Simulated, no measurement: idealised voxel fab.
process module | voxel wiring stack
cross-section cut | 255 nm wide | cells 5 nm
A cross-section is a grid of square cells, given in bands from the top down. A band is one or more rows of cells.
Each band's line starts with the height of the band's top and of its bottom, in nm. Then come its materials from left to right, each with its width in nm. One material with "throughout" fills the band from edge to edge. "air" is empty space.
Height 0 is the level under which the wafer as received is all one material. The lowest band goes on downwards, as in "0 down".
A width such as "30 to 40" changes by the same amount from each row of cells to the next, from the band's top row to its bottom row.
"no change" after a step means that no cell of the cross-section changed.
closed voids: empty space of 8 cells or more with no open way to the top, each as width x height at its distance from the left edge, in nm
after a step's settings: what the simulator itself notes on the step
overlay nm, on a step with a mask: how far to the right of its planned place the mask lay; to the left if negative
plan
1 op RECEIVE | material Si
2 op CONFORMAL_DEP | material SiO2 | thk nm 10
3 op CONFORMAL_DEP | material SiCN | thk nm 5
4 op DIRECTIONAL_DEP | material SiO2 | thk nm 20
5 op DIRECTIONAL_DEP | material aC | thk nm 10
6 op PATTERN | tone open | mask id METAL_1 | material resist | width nm 30 | pitch nm 55 | thk nm 30 | overlay nm 0
7 op DIRECTIONAL_ETCH | etch materials aC | depth nm 10
8 op STRIP | etch materials resist
9 op DIRECTIONAL_ETCH | etch materials SiO2 | depth nm 20
10 op DIRECTIONAL_ETCH | etch materials SiCN | depth nm 5
11 op STRIP | etch materials aC
12 op CONFORMAL_DEP | material TiN | thk nm 5
13 op FILL_DEP | material Ru | thk nm 10
14 op CMP | height nm 35
15 op CONFORMAL_DEP | material SiCN | thk nm 5
16 op DIRECTIONAL_DEP | material lowk | thk nm 20
17 op DIRECTIONAL_DEP | material aC | thk nm 15
18 op PATTERN | tone open | mask id PLUG_1 | material resist | width nm 15 | thk nm 35 | overlay nm 0
19 op DIRECTIONAL_ETCH | etch materials aC | depth nm 15
20 op STRIP | etch materials resist
21 op DIRECTIONAL_ETCH | etch materials lowk | depth nm 20
22 op DIRECTIONAL_ETCH | etch materials SiCN | depth nm 5
23 op STRIP | etch materials aC
24 op CONFORMAL_DEP | material TiN | thk nm 5
25 op FILL_DEP | material Cu | thk nm 10
26 op CMP | height nm 60
27 op CONFORMAL_DEP | material SiN | thk nm 5
28 op DIRECTIONAL_DEP | material SiO2 | thk nm 25
29 op MASKED_ETCH | tone open | mask id METAL_2 | width nm 30 | pitch nm 55 | etch materials SiO2 | depth nm 25 | overlay nm 0
30 op MASKED_ETCH | tone open | mask id METAL_2 | width nm 30 | pitch nm 55 | etch materials SiN | depth nm 5 | overlay nm 0
31 op CONFORMAL_DEP | material TiN | thk nm 5
32 op FILL_DEP | material Ru | thk nm 5
33 op CMP | height nm 90
34 op CONFORMAL_DEP | material SiN | thk nm 5
first wafer, as planned
as received, after step 1
  0 down: Si throughout
  closed voids: none
after step 2
  10 to 0: SiO2 throughout
  below 0: unchanged
after step 3
  15 to 10: SiCN throughout
  below 10: unchanged
after step 4
  35 to 15: SiO2 throughout
  below 15: unchanged
after step 5
  45 to 35: aC throughout
  below 35: unchanged
after step 6
  75 to 45: resist 85 | air 30 | resist 25 | air 30 | resist 85
  below 45: unchanged
after step 7
  65 to 45: resist 85 | air 30 | resist 25 | air 30 | resist 85
  45 to 35: aC 85 | air 30 | aC 25 | air 30 | aC 85
  below 35: unchanged
after step 8
  45 to 35: aC 85 | air 30 | aC 25 | air 30 | aC 85
  below 35: unchanged
after step 9
  45 to 35: aC 85 | air 30 | aC 25 | air 30 | aC 85
  35 to 15: SiO2 85 | air 30 | SiO2 25 | air 30 | SiO2 85
  below 15: unchanged
after step 10
  45 to 35: aC 85 | air 30 | aC 25 | air 30 | aC 85
  35 to 15: SiO2 85 | air 30 | SiO2 25 | air 30 | SiO2 85
  15 to 10: SiCN 85 | air 30 | SiCN 25 | air 30 | SiCN 85
  below 10: unchanged
after step 11
  35 to 15: SiO2 85 | air 30 | SiO2 25 | air 30 | SiO2 85
  below 15: unchanged
after step 12
  40 to 35: TiN 90 | air 20 | TiN 35 | air 20 | TiN 90
  35 to 15: SiO2 85 | TiN 5 | air 20 | TiN 5 | SiO2 25 | TiN 5 | air 20 | TiN 5 | SiO2 85
  15 to 10: SiCN 85 | TiN 30 | SiCN 25 | TiN 30 | SiCN 85
  below 10: unchanged
after step 13
  50 to 40: Ru throughout
  40 to 35: TiN 90 | Ru 20 | TiN 35 | Ru 20 | TiN 90
  35 to 15: SiO2 85 | TiN 5 | Ru 20 | TiN 5 | SiO2 25 | TiN 5 | Ru 20 | TiN 5 | SiO2 85
  below 15: unchanged
after step 14
  35 to 15: SiO2 85 | TiN 5 | Ru 20 | TiN 5 | SiO2 25 | TiN 5 | Ru 20 | TiN 5 | SiO2 85
  below 15: unchanged
after step 15
  40 to 35: SiCN throughout
  below 35: unchanged
after step 16
  60 to 40: lowk throughout
  below 40: unchanged
after step 17
  75 to 60: aC throughout
  below 60: unchanged
after step 18
  110 to 75: resist 85 | air 15 | resist 155
  below 75: unchanged
after step 19
  95 to 75: resist 85 | air 15 | resist 155
  75 to 60: aC 85 | air 15 | aC 155
  below 60: unchanged
after step 20
  75 to 60: aC 85 | air 15 | aC 155
  below 60: unchanged
after step 21
  75 to 60: aC 85 | air 15 | aC 155
  60 to 40: lowk 85 | air 15 | lowk 155
  below 40: unchanged
after step 22
  75 to 60: aC 85 | air 15 | aC 155
  60 to 40: lowk 85 | air 15 | lowk 155
  40 to 35: SiCN 85 | air 15 | SiCN 155
  below 35: unchanged
after step 23
  60 to 40: lowk 85 | air 15 | lowk 155
  below 40: unchanged
after step 24
  65 to 60: TiN 90 | air 5 | TiN 160
  60 to 40: lowk 85 | TiN 5 | air 5 | TiN 5 | lowk 155
  40 to 35: SiCN 85 | TiN 15 | SiCN 155
  below 35: unchanged
after step 25
  75 to 65: Cu throughout
  65 to 60: TiN 90 | Cu 5 | TiN 160
  60 to 40: lowk 85 | TiN 5 | Cu 5 | TiN 5 | lowk 155
  below 40: unchanged
after step 26
  60 to 40: lowk 85 | TiN 5 | Cu 5 | TiN 5 | lowk 155
  below 40: unchanged
after step 27
  65 to 60: SiN throughout
  below 60: unchanged
after step 28
  90 to 65: SiO2 throughout
  below 65: unchanged
after step 29
  90 to 65: SiO2 85 | air 30 | SiO2 25 | air 30 | SiO2 85
  below 65: unchanged
after step 30
  90 to 65: SiO2 85 | air 30 | SiO2 25 | air 30 | SiO2 85
  65 to 60: SiN 85 | air 30 | SiN 25 | air 30 | SiN 85
  below 60: unchanged
after step 31
  95 to 90: TiN 90 | air 20 | TiN 35 | air 20 | TiN 90
  90 to 65: SiO2 85 | TiN 5 | air 20 | TiN 5 | SiO2 25 | TiN 5 | air 20 | TiN 5 | SiO2 85
  65 to 60: SiN 85 | TiN 30 | SiN 25 | TiN 30 | SiN 85
  below 60: unchanged
after step 32
  100 to 95: Ru throughout
  95 to 90: TiN 90 | Ru 20 | TiN 35 | Ru 20 | TiN 90
  90 to 65: SiO2 85 | TiN 5 | Ru 20 | TiN 5 | SiO2 25 | TiN 5 | Ru 20 | TiN 5 | SiO2 85
  below 65: unchanged
after step 33
  90 to 65: SiO2 85 | TiN 5 | Ru 20 | TiN 5 | SiO2 25 | TiN 5 | Ru 20 | TiN 5 | SiO2 85
  below 65: unchanged
after step 34
  95 to 90: SiN throughout
  below 90: unchanged
second wafer: like start, like plan, one mistake. Through step 31 it matches the first wafer
when step 32 should have ended
  100 to 95: SiN throughout
  95 to 90: TiN 90 | SiN 20 | TiN 35 | SiN 20 | TiN 90
  90 to 65: SiO2 85 | TiN 5 | SiN 20 | TiN 5 | SiO2 25 | TiN 5 | SiN 20 | TiN 5 | SiO2 85
  below 65: unchanged
when step 33 should have ended
  90 to 65: SiO2 85 | TiN 5 | SiN 20 | TiN 5 | SiO2 25 | TiN 5 | SiN 20 | TiN 5 | SiO2 85
  below 65: unchanged
when step 34 should have ended
  95 to 90: SiN throughout
  below 90: unchanged
what went wrong: step 32 ran as: op FILL_DEP | material SiN | thk nm 5
at the end the second wafer has, in cells: 40 fewer of Ru | 40 more of SiN
